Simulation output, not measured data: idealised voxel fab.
Name of the process module below: voxel quadruple lines
This is section cut - it's 265 nm across, gridded in 5 nm square cells.
We lay out every cross-section as a grid of square cells and spell it out in bands from the top down, where one band means one or more rows of cells. Top height, bottom height, nm. Materials left to right, width each, nm. Single material + "everywhere" = fills band edge to edge. "air" = empty. Heights are reckoned from 0. Under this level, the received wafer is all of one material. The bottommost band is open-ended downward, for example "0..down". The two numbers in a width such as "30..40" mark its ends across the band: the first belongs to the top row of cells, the second to the bottom row, and from each row to the next the width moves by the same amount. The designation "all unchanged", where it is given for a processing step, indicates that no cell of the cross-section was altered in the course of that step. "Voids lacking openings" contains a list of empty spaces, each no smaller than 8 cells and without an open way to the top, written in the form width x height at distance with the distance from the left edge and all three in nm. The remark found on a step's line after its settings is issued by the simulator itself and pertains to that step. The "overlay nm" setting may appear on a step's line; for a step that uses a mask, it gives how far to the right of its planned position the mask lay, and a negative value indicates the left.

## Planned process steps
1) RECEIVE (material Si)
2) CONFORMAL_DEP (material SiO2; thk nm 10)
3) DIRECTIONAL_DEP (material Ru; thk nm 15)
4) DIRECTIONAL_DEP (material polySi; thk nm 20)
5) DIRECTIONAL_DEP (material aC; thk nm 25)
6) PATTERN (tone cover; mask id MANDREL; material resist; width nm 25; thk nm 35; overlay nm 0)
7) DIRECTIONAL_ETCH (etch materials aC; depth nm 25)
8) STRIP (etch materials resist)
9) CONFORMAL_DEP (material SiO2; thk nm 15)
10) DIRECTIONAL_ETCH (etch materials SiO2; depth nm 15)
11) STRIP (etch materials aC)
12) DIRECTIONAL_ETCH (etch materials polySi; depth nm 20)
13) STRIP (etch materials SiO2)
14) CONFORMAL_DEP (material SiN; thk nm 5)
15) DIRECTIONAL_ETCH (etch materials SiN; depth nm 5)
16) STRIP (etch materials polySi)
17) DIRECTIONAL_ETCH (etch materials Ru; depth nm 15)
18) STRIP (etch materials SiN)

## Wafer as received: cross-section following step 1
> 0..down  Si everywhere
> Voids lacking openings: none

## One mistake in running the module, otherwise start and plan as above: cross-section at the end
> 25..10  air 115 nm  Ru 5 nm  air 25 nm  Ru 5 nm  air 115 nm
> 10..0  SiO2 everywhere
> 0..down  Si everywhere
> Voids lacking openings: none
Where did the run depart from the plan? it should be noted that step 6 was executed with settings other than those planned, the operation and settings actually applied being PATTERN (tone open; mask id MANDREL; material resist; width nm 25; thk nm 35; overlay nm 0)
